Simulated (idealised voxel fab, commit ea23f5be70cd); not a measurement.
Process module, titled voxel released beams
The cross-section shown here is cut; it is 225 nm wide and divided into square cells measuring 5 nm on a side.
In what follows, cross-sections appear as grids of square cells, described through bands that run from the top down, where every band is one or more rows of cells. Heads up on the band format: heights come first, top then bottom, in nm. After that it's the materials left to right, each with its width in nm. A single material flagged "edge to edge" fills the whole band edge to edge, and "air" means there's empty space there. We count height from 0. Below that, the starting wafer is all one material. The lowest band never ends at the bottom but goes on down; see "0 nm and below" for how that is written. So if you see something like "30..40" for the width, read it as the top row of the band sitting at the first number and the bottom row at the second, with every row in between moving by the same amount as the last. Where a step carries "stayed the same", the cross-section came out of it unchanged, cell for cell. Each empty space that has no open way to the top and spans at least 8 cells appears under "Enclosed internal voids" as width x height at distance, the distance counted from the left edge, all in nm. What comes after the settings on a step's line is commentary from the simulator itself on that step. overlay nm: step with mask; distance mask lay right of planned place; negative value = left of planned place.
Intended process steps
| 1 | RECEIVE with material Si |
| 2 | CONFORMAL_DEP with material Al2O3, thk nm 10 |
| 3 | DIRECTIONAL_DEP with material SiO2, thk nm 20 |
| 4 | DIRECTIONAL_DEP with material aC, thk nm 15 |
| 5 | PATTERN with tone open, mask id ANCHOR, material resist, width nm 45, thk nm 35, overlay nm 0 |
| 6 | DIRECTIONAL_ETCH with etch materials aC, depth nm 15 |
| 7 | STRIP with etch materials resist |
| 8 | DIRECTIONAL_ETCH with etch materials SiO2, depth nm 20 |
| 9 | STRIP with etch materials aC |
| 10 | CONFORMAL_DEP with material polySi, thk nm 15 |
| 11 | PATTERN with tone cover, mask id BEAM, material resist, width nm 120, thk nm 20, overlay nm 0 |
| 12 | DIRECTIONAL_ETCH with etch materials polySi, depth nm 15 |
| 13 | STRIP with etch materials resist |
| 14 | STRIP with etch materials SiO2 |
As-received wafer cross-section (after step 1)
0 nm and below = Si edge to edge
Enclosed internal voids: none
The module was run from the start shown above using the plan shown above, but one mistake was made doing it; the resulting wafer cross-section is below
45 nm to 30 nm = 50 nm air, 65 nm polySi, 110 nm air
30 nm to 25 nm = 40 nm air, 15 nm polySi, 45 nm SiO2, 15 nm polySi, 110 nm air
25 nm to 10 nm = 40 nm air, 15 nm polySi, 45 nm SiO2, 70 nm polySi, 55 nm air
10 nm to 0 nm = Al2O3 edge to edge
0 nm and below = Si edge to edge
Enclosed internal voids: none
Here's what went sideways: contrary to plan, step 5 was performed as PATTERN with tone cover, mask id ANCHOR, material resist, width nm 45, thk nm 35, overlay nm 0
